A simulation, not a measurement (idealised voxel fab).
process module | voxel ribs on slabs
cross-section cut | 220 nm wide | cells 5 nm
A cross-section is a grid of square cells, given in bands from the top down. A band is one or more rows of cells.
Each band's line starts with the height of the band's top and of its bottom, in nm. Then come its materials from left to right, each with its width in nm. One material with "throughout" fills the band from edge to edge. "air" is empty space.
Height 0 is the level under which the wafer as received is all one material. The lowest band goes on downwards, as in "0 down".
A width such as "30 to 40" changes by the same amount from each row of cells to the next, from the band's top row to its bottom row.
"no change" after a step means that no cell of the cross-section changed.
closed voids: empty space of 8 cells or more with no open way to the top, each as width x height at its distance from the left edge, in nm
after a step's settings: what the simulator itself notes on the step
overlay nm, on a step with a mask: how far to the right of its planned place the mask lay; to the left if negative
plan
1 op RECEIVE | material Si
2 op DIRECTIONAL_DEP | material SiO2 | thk nm 30
3 op DIRECTIONAL_DEP | material polySi | thk nm 15
4 op MASKED_ETCH | tone cover | mask id RIB | width nm 15 | etch materials polySi | depth nm 10 | overlay nm 0
5 op MASKED_ETCH | tone cover | mask id SLAB | width nm 65 | etch materials polySi | depth nm 5 | overlay nm 0
6 op FILL_DEP | material SiO2 | thk nm 25
7 op CMP | height nm 65
8 op DIRECTIONAL_DEP | material TiN | thk nm 10
9 op PATTERN | tone cover | mask id HEATER | material resist | width nm 25 | thk nm 20 | overlay nm 0
10 op DIRECTIONAL_ETCH | etch materials TiN | depth nm 10
11 op STRIP | etch materials resist
12 op CONFORMAL_DEP | material SiO2 | thk nm 5
first wafer, as planned
as received, after step 1
  0 down: Si throughout
  closed voids: none
after step 2
  30 to 0: SiO2 throughout
  below 0: unchanged
after step 3
  45 to 30: polySi throughout
  below 30: unchanged
after step 4
  45 to 35: air 100 | polySi 15 | air 105
  below 35: unchanged
after step 5
  45 to 35: air 100 | polySi 15 | air 105
  35 to 30: air 75 | polySi 65 | air 80
  below 30: unchanged
after step 6
  70 to 45: SiO2 throughout
  45 to 35: SiO2 100 | polySi 15 | SiO2 105
  35 to 30: SiO2 75 | polySi 65 | SiO2 80
  below 30: unchanged
after step 7
  65 to 45: SiO2 throughout
  below 45: unchanged
after step 8
  75 to 65: TiN throughout
  below 65: unchanged
after step 9
  95 to 75: air 95 | resist 25 | air 100
  below 75: unchanged
after step 10
  95 to 75: air 95 | resist 25 | air 100
  75 to 65: air 95 | TiN 25 | air 100
  below 65: unchanged
after step 11
  75 to 65: air 95 | TiN 25 | air 100
  below 65: unchanged
after step 12
  80 to 75: air 90 | SiO2 35 | air 95
  75 to 70: air 90 | SiO2 5 | TiN 25 | SiO2 5 | air 95
  70 to 65: SiO2 95 | TiN 25 | SiO2 100
  below 65: unchanged
second wafer: like start, like plan, one mistake. Through step 8 it matches the first wafer
when step 9 should have ended
  95 to 75: resist 95 | air 25 | resist 100
  below 75: unchanged
when step 10 should have ended
  95 to 75: resist 95 | air 25 | resist 100
  75 to 65: TiN 95 | air 25 | TiN 100
  below 65: unchanged
when step 11 should have ended
  75 to 65: TiN 95 | air 25 | TiN 100
  below 65: unchanged
when step 12 should have ended
  80 to 75: SiO2 100 | air 15 | SiO2 105
  75 to 70: TiN 95 | SiO2 5 | air 15 | SiO2 5 | TiN 100
  70 to 65: TiN 95 | SiO2 25 | TiN 100
  below 65: unchanged
what went wrong: step 9 ran as: op PATTERN | tone open | mask id HEATER | material resist | width nm 25 | thk nm 20 | overlay nm 0
at the end the second wafer has, in cells: 68 more of TiN
